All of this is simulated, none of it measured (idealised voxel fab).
Documented hereafter: the process module known as voxel released beams.
It is cross-section cut that appears here, measuring 255 nm in width, its square cells being 5 nm in size.
Cross-section format: a grid of square cells, given as bands from top to bottom; each band is one or more rows of cells. Quick guide to a band line: top height, bottom height (nm) up front; then every material left to right with its width in nm. Only one material and it's marked "edge to edge"? Then it fills the band edge to edge. And "blank" just means empty space. Ref level 0: as-received wafer is one material below here. Bottom band extends down with no lower bound ("0 nm and below"). A width given as "30 to 40" starts at the first number in the band's top row and ends at the second number in its bottom row, shifting by an equal amount at every step from row to row. "changes: none", as given for a step, is the statement that not any cell of the cross-section underwent a change during that step. Under "Closed void register" you'll find the enclosed gaps, the ones with no way out to the top, that are 8 cells or bigger; each reads width x height at distance, with distance counted from the left edge, everything in nm. It should be noted that, on the line of a given step, the content following the step's settings is a remark produced by the simulator itself with respect to that step. overlay nm: where the mask lay relative to plan, measured to the right, on steps with a mask; negatives go left.

# Steps planned for the process
| 1 | RECEIVE [material Si] |
| 2 | CONFORMAL_DEP [material SiN] [thk nm 10] |
| 3 | DIRECTIONAL_DEP [material SiO2] [thk nm 10] |
| 4 | MASKED_ETCH [tone open] [mask id ANCHOR] [width nm 45] [etch materials SiO2] [depth nm 10] [overlay nm 0] |
| 5 | CONFORMAL_DEP [material TiN] [thk nm 15] |
| 6 | MASKED_ETCH [tone cover] [mask id BEAM] [width nm 120] [etch materials TiN] [depth nm 15] [overlay nm 0] |
| 7 | STRIP [etch materials SiO2] |

# The first of a set of two wafers, run to plan

# Cross-section of the incoming wafer, state after step 1
* 0 nm and below = Si edge to edge
* Closed void register: none

# Cross-sectional representation of the wafer at the conclusion of step 2
* 10 nm to 0 nm = SiN edge to edge
* Everything under 0 stays put, no change at all.

# Cross-sectional representation of the wafer at the conclusion of step 3
* 20 nm to 10 nm = SiO2 edge to edge
* Everything under 10 stays put, no change at all.

# Cross-sectional representation of the wafer at the conclusion of step 4
* 20 nm to 10 nm = SiO2 (70)  blank (45)  SiO2 (140)
* Everything under 10 stays put, no change at all.

# Cross-sectional representation of the wafer at the conclusion of step 5
* 35 nm to 25 nm = TiN (85)  blank (15)  TiN (155)
* 25 nm to 20 nm = TiN edge to edge
* 20 nm to 10 nm = SiO2 (70)  TiN (45)  SiO2 (140)
* Everything under 10 stays put, no change at all.

# Cross-sectional representation of the wafer at the conclusion of step 6
* 35 nm to 25 nm = blank (65)  TiN (20)  blank (15)  TiN (85)  blank (70)
* 25 nm to 20 nm = blank (65)  TiN (120)  blank (70)
* Everything under 20 stays put, no change at all.

# Cross-sectional representation of the wafer at the conclusion of step 7
* 35 nm to 25 nm = blank (65)  TiN (20)  blank (15)  TiN (85)  blank (70)
* 25 nm to 20 nm = blank (65)  TiN (120)  blank (70)
* 20 nm to 10 nm = blank (70)  TiN (45)  blank (140)
* Everything under 10 stays put, no change at all.

# Second wafer, same starting conditions and recipe as the first, one mistake in executing it, nothing differs from the first up to and including step 3

# At the planned end of step 4, the second wafer in cross-section
* 20 nm to 10 nm = blank (70)  SiO2 (45)  blank (140)
* Everything under 10 stays put, no change at all.

# At the planned end of step 5, the second wafer in cross-section
* 35 nm to 25 nm = blank (55)  TiN (75)  blank (125)
* 25 nm to 20 nm = TiN edge to edge
* 20 nm to 10 nm = TiN (70)  SiO2 (45)  TiN (140)
* Everything under 10 stays put, no change at all.

# At the planned end of step 6, the second wafer in cross-section
* 35 nm to 25 nm = blank (65)  TiN (65)  blank (125)
* 25 nm to 20 nm = blank (65)  TiN (120)  blank (70)
* 20 nm to 10 nm = blank (55)  TiN (15)  SiO2 (45)  TiN (70)  blank (70)
* Everything under 10 stays put, no change at all.

At the planned end of step 7, the second wafer in cross-section: changes: none
Heads up, the wafer didn't run the way we planned it: step 4 was run on a setting that differed from the plan, and what really ran there is MASKED_ETCH [tone cover] [mask id ANCHOR] [width nm 45] [etch materials SiO2] [depth nm 10] [overlay nm 0]
At the finish, the second wafer shows more or fewer cells for some materials than the first does: 18 more of SiO2
